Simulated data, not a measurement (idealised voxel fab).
process module | voxel fin reveal
cross-section cut | 230 nm wide | cells 5 nm
A cross-section is a grid of square cells, given in bands from the top down. A band is one or more rows of cells.
Each band's line starts with the height of the band's top and of its bottom, in nm. Then come its materials from left to right, each with its width in nm. One material with "throughout" fills the band from edge to edge. "air" is empty space.
Height 0 is the level under which the wafer as received is all one material. The lowest band goes on downwards, as in "0 down".
A width such as "30 to 40" changes by the same amount from each row of cells to the next, from the band's top row to its bottom row.
"no change" after a step means that no cell of the cross-section changed.
closed voids: empty space of 8 cells or more with no open way to the top, each as width x height at its distance from the left edge, in nm
after a step's settings: what the simulator itself notes on the step
overlay nm, on a step with a mask: how far to the right of its planned place the mask lay; to the left if negative
plan
1 op RECEIVE | material Si
2 op CONFORMAL_DEP | material SiN | thk nm 10
3 op PATTERN | tone cover | mask id FINS | material resist | width nm 15 | pitch nm 35 | thk nm 20 | overlay nm 0
4 op DIRECTIONAL_ETCH | etch materials SiN | depth nm 10
5 op DIRECTIONAL_ETCH | etch materials Si | depth nm 40
6 op STRIP | etch materials resist
7 op OXIDIZE | depth nm 5
8 op FILL_DEP | material SiO2 | thk nm 15
9 op CMP | height nm 10
10 op SELECTIVE_ETCH | etch materials SiO2 | depth nm 20
11 op STRIP | etch materials SiN
12 op CONFORMAL_DEP | material SiO2 | thk nm 5
as received, after step 1
  0 down: Si throughout
  closed voids: none
first wafer at the end, as planned
  5 to 0: air 90 | SiO2 15 | air 20 | SiO2 15 | air 90
  0 to -5: air 90 | SiO2 5 | Si 5 | SiO2 5 | air 20 | SiO2 5 | Si 5 | SiO2 5 | air 90
  -5 to -45: SiO2 95 | Si 5 | SiO2 30 | Si 5 | SiO2 95
  -45 down: Si throughout
  closed voids: none
second wafer at the end: like start, like plan, one mistake
  5 to 0: air 90 | SiO2 15 | air 20 | SiO2 15 | air 90
  0 to -25: air 90 | SiO2 5 | Si 5 | SiO2 5 | air 20 | SiO2 5 | Si 5 | SiO2 5 | air 90
  -25 to -45: SiO2 95 | Si 5 | SiO2 30 | Si 5 | SiO2 95
  -45 down: Si throughout
  closed voids: none
what went wrong: step 10 was run twice
at the end the second wafer has, in cells: 160 fewer of SiO2
